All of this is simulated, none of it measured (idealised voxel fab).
The name of this process module is voxel gate over fins.
We display cut, a cross-section 270 nm in width whose square cells are each 5 nm.
Cross-section, as written here: a square-cell grid given band by band from the top down, where a band holds one or more rows of cells.
Each band's line starts with the height of the band's top and of its bottom, in nm. Then come its materials from left to right, each with its width in nm. One material with "all across" fills the band from edge to edge. "air" is empty space.
All heights in this document are referenced to 0, defined as the level beneath which the wafer, as received, consists entirely of one material. The lowest band is not bounded below; it extends indefinitely downward and is written in the form "0 -> down".
A width such as "30..40" changes by the same amount from each row of cells to the next, from the band's top row to its bottom row.
It should be understood that the words "remained the same", when stated for a given step, signify that the cross-section underwent no change in any of its cells during that step.
The entry "Closed internal cavities" lists the empty spaces that cover at least 8 cells and have no open path to the top. Each is written as width x height at distance, where the distance is measured from the left edge and all three values are in nm.
Text after the settings on a step's line: the simulator's own remark on that step.
overlay nm: how far to the right of its planned place the mask lay on this masked step (negative: to the left).

Intended process steps
1: op RECEIVE | material Si
2: op CONFORMAL_DEP | material SiN | thk nm 5
3: op PATTERN | tone cover | mask id FINS | material resist | width nm 15 | pitch nm 40 | thk nm 15 | overlay nm 0
4: op DIRECTIONAL_ETCH | etch materials SiN | depth nm 5
5: op DIRECTIONAL_ETCH | etch materials Si | depth nm 30
6: op STRIP | etch materials resist
7: op OXIDIZE | depth nm 5
8: op FILL_DEP | material SiO2 | thk nm 10
9: op CMP | height nm 5
10: op SELECTIVE_ETCH | etch materials SiO2 | depth nm 15
11: op STRIP | etch materials SiN
12: op CONFORMAL_DEP | material HfO2 | thk nm 5
13: op CONFORMAL_DEP | material TiN | thk nm 5
14: op FILL_DEP | material W | thk nm 10
15: op CMP | height nm 15
16: op CONFORMAL_DEP | material SiN | thk nm 5

Shown in cross-section is the wafer as received, that is, as it stands after step 1
* 0 -> down  Si all across
* Closed internal cavities: none

Post-module cross-section: identical start and plan to those above, one misstep in execution
* 20 -> 15  SiN all across
* 15 -> 5  W all across
* 5 -> 0  W (85), TiN (15), W (25), TiN (15), W (25), TiN (15), W (90)
* 0 -> -5  W (85), TiN (5), Si (5), TiN (5), W (25), TiN (5), Si (5), TiN (5), W (25), TiN (5), Si (5), TiN (5), W (90)
* -5 -> -10  TiN (90), Si (5), TiN (35), Si (5), TiN (35), Si (5), TiN (95)
* -10 -> -35  SiO2 (90), Si (5), SiO2 (35), Si (5), SiO2 (35), Si (5), SiO2 (95)
* -35 -> down  Si all across
* Closed internal cavities: none
what went wrong: plan step 12 was not performed, having been skipped
